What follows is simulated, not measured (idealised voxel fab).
Process module under the name voxel transistor to metal
Square cells of 5 nm make up the cross-section cut, whose width is 260 nm.
We lay out every cross-section as a grid of square cells and spell it out in bands from the top down, where one band means one or more rows of cells.
The entry gives the band's vertical extent as a top height and a bottom height in nm, then its horizontal make-up as materials from left to right, each with a width in nm. "empty" stands for empty space; a single material marked "edge to edge" fills the band edge to edge.
Heads up on the height convention: 0 is the point under which the incoming wafer is all one material, and the lowest band has no bottom, it just keeps going down, like "top 0, no bottom".
Per-row width for "30..40": begins at first number (top row of band), ends at second number (bottom row), increment between rows held constant.
"identical to before" -> step changed no cross-section cell.
"Closed cavity list" specifies each empty space that is not open to the top and that occupies no fewer than 8 cells, using the form width x height at distance, the distance measured from the left edge and all three quantities in nm.
Post-settings text on a step line: simulator's own remark regarding the step.
If you see "overlay nm" on a step's line and that step has a mask, it's telling you how far right of where it was planned the mask ended up; a negative number means it went left instead.

The process steps that were planned are listed below
1) RECEIVE,material Si
2) CONFORMAL_DEP,material SiO2,thk nm 5
3) CONFORMAL_DEP,material SiN,thk nm 15
4) DIRECTIONAL_DEP,material aC,thk nm 15
5) PATTERN,tone cover,mask id ACTIVE,material resist,width nm 105,pitch nm 125,thk nm 35,overlay nm 0
6) DIRECTIONAL_ETCH,etch materials aC,depth nm 15
7) STRIP,etch materials resist
8) DIRECTIONAL_ETCH,etch materials SiN,depth nm 15
9) DIRECTIONAL_ETCH,etch materials SiO2,depth nm 5
10) DIRECTIONAL_ETCH,etch materials Si,depth nm 30
11) STRIP,etch materials aC
12) FILL_DEP,material SiO2,thk nm 10
13) CMP,height nm 20
14) SELECTIVE_ETCH,etch materials SiO2,depth nm 5
15) STRIP,etch materials SiN
16) SELECTIVE_ETCH,etch materials SiO2,depth nm 5
17) OXIDIZE,depth nm 5
18) DIRECTIONAL_DEP,material polySi,thk nm 25
19) DIRECTIONAL_DEP,material SiCN,thk nm 10
20) MASKED_ETCH,tone cover,mask id GATE,width nm 15,pitch nm 125,etch materials SiCN,depth nm 20,overlay nm 0
21) MASKED_ETCH,tone cover,mask id GATE,width nm 15,pitch nm 125,etch materials polySi,depth nm 35,overlay nm 0
22) CONFORMAL_DEP,material SiN,thk nm 5
23) DIRECTIONAL_ETCH,etch materials SiN,depth nm 5
24) DIRECTIONAL_ETCH,etch materials SiO2,depth nm 5
25) EPI,material nSi,thk nm 5
26) FILL_DEP,material SiO2,thk nm 10
27) CMP,height nm 35
28) DIRECTIONAL_DEP,material SiO2,thk nm 10
29) DIRECTIONAL_DEP,material aC,thk nm 10
30) PATTERN,tone open,mask id CONTACT,material resist,width nm 20,thk nm 25,overlay nm 0
31) DIRECTIONAL_ETCH,etch materials aC,depth nm 10
32) STRIP,etch materials resist
33) DIRECTIONAL_ETCH,etch materials SiO2,depth nm 45
34) STRIP,etch materials aC
35) CONFORMAL_DEP,material TiN,thk nm 5
36) FILL_DEP,material W,thk nm 10
37) CMP,height nm 45
38) DIRECTIONAL_DEP,material TiN,thk nm 5
39) DIRECTIONAL_DEP,material W,thk nm 20
40) MASKED_ETCH,tone cover,mask id METAL_1,width nm 20,etch materials W,depth nm 20,overlay nm 0
41) MASKED_ETCH,tone cover,mask id METAL_1,width nm 20,etch materials TiN,depth nm 5,overlay nm 0
42) FILL_DEP,material lowk,thk nm 5
43) CMP,height nm 70
44) CONFORMAL_DEP,material SiCN,thk nm 5
45) DIRECTIONAL_DEP,material SiO2,thk nm 25
46) PATTERN,tone open,mask id METAL_2,material resist,width nm 20,pitch nm 125,thk nm 15,overlay nm 0
47) DIRECTIONAL_ETCH,etch materials SiO2,depth nm 15
48) STRIP,etch materials resist
49) PATTERN,tone open,mask id METAL_2_HOLES,material resist,width nm 15,pitch nm 125,thk nm 20,overlay nm 0
50) DIRECTIONAL_ETCH,etch materials SiO2,depth nm 10
51) DIRECTIONAL_ETCH,etch materials SiCN,depth nm 5
52) STRIP,etch materials resist
53) CONFORMAL_DEP,material TiN,thk nm 5
54) FILL_DEP,material Ru,thk nm 10
55) CMP,height nm 100
56) CONFORMAL_DEP,material SiN,thk nm 5

As received (post step 1): cross-section
	top 0, no bottom = Si edge to edge
	Closed cavity list: none

End state of the module in cross-section, given the above starting point and plan and one mistake in execution
	top 105, bottom 100 = SiN edge to edge
	top 100, bottom 90 = SiO2=20  TiN=5  Ru=10  TiN=5  SiO2=105  TiN=5  Ru=10  TiN=5  SiO2=95
	top 90, bottom 85 = SiO2=20  TiN=5  Ru=5  TiN=10  SiO2=105  TiN=5  Ru=5  TiN=10  SiO2=95
	top 85, bottom 75 = SiO2=20  TiN=5  Ru=5  TiN=5  SiO2=110  TiN=5  Ru=5  TiN=5  SiO2=100
	top 75, bottom 70 = SiCN=20  TiN=15  SiCN=110  TiN=15  SiCN=100
	top 70, bottom 50 = lowk=20  W=20  lowk=55  W=20  lowk=30  W=20  lowk=55  W=20  lowk=20
	top 50, bottom 45 = lowk=20  TiN=20  lowk=55  TiN=20  lowk=30  TiN=20  lowk=55  TiN=20  lowk=20
	top 45, bottom 35 = SiO2=20  TiN=5  W=10  TiN=5  SiO2=55  TiN=5  W=10  TiN=5  SiO2=30  TiN=5  W=10  TiN=5  SiO2=55  TiN=5  W=10  TiN=5  SiO2=20
	top 35, bottom 25 = SiO2=20  TiN=5  W=10  TiN=5  SiO2=15  SiN=5  SiCN=15  SiN=5  SiO2=15  TiN=5  W=10  TiN=5  SiO2=30  TiN=5  W=10  TiN=5  SiO2=15  SiN=5  SiCN=15  SiN=5  SiO2=15  TiN=5  W=10  TiN=5  SiO2=20
	top 25, bottom 10 = SiO2=20  TiN=5  W=10  TiN=5  SiO2=15  SiN=5  polySi=15  SiN=5  SiO2=15  TiN=5  W=10  TiN=5  SiO2=30  TiN=5  W=10  TiN=5  SiO2=15  SiN=5  polySi=15  SiN=5  SiO2=15  TiN=5  W=10  TiN=5  SiO2=20
	top 10, bottom 5 = SiO2=10  SiN=5  SiO2=5  TiN=5  W=10  TiN=5  SiO2=15  SiN=5  polySi=15  SiN=5  SiO2=15  TiN=5  W=10  TiN=5  SiO2=5  SiN=5  SiO2=10  SiN=5  SiO2=5  TiN=5  W=10  TiN=5  SiO2=15  SiN=5  polySi=15  SiN=5  SiO2=15  TiN=5  W=10  TiN=5  SiO2=5  SiN=5  SiO2=10
	top 5, bottom 0 = SiO2=10  SiN=5  SiO2=5  TiN=20  SiO2=15  SiN=5  polySi=15  SiN=5  SiO2=15  TiN=20  SiO2=5  SiN=5  SiO2=10  SiN=5  SiO2=5  TiN=20  SiO2=15  SiN=5  polySi=15  SiN=5  SiO2=15  TiN=20  SiO2=5  SiN=5  SiO2=10
	top 0, bottom -5 = SiO2=15  nSi=40  SiO2=25  nSi=40  SiO2=20  nSi=40  SiO2=25  nSi=40  SiO2=15
	top -5, bottom -25 = SiO2=15  Si=105  SiO2=20  Si=105  SiO2=15
	top -25, no bottom = Si edge to edge
	Closed cavity list: none
What was the processing mistake? step 10 was not run as planned; what actually ran was DIRECTIONAL_ETCH,etch materials Si,depth nm 25
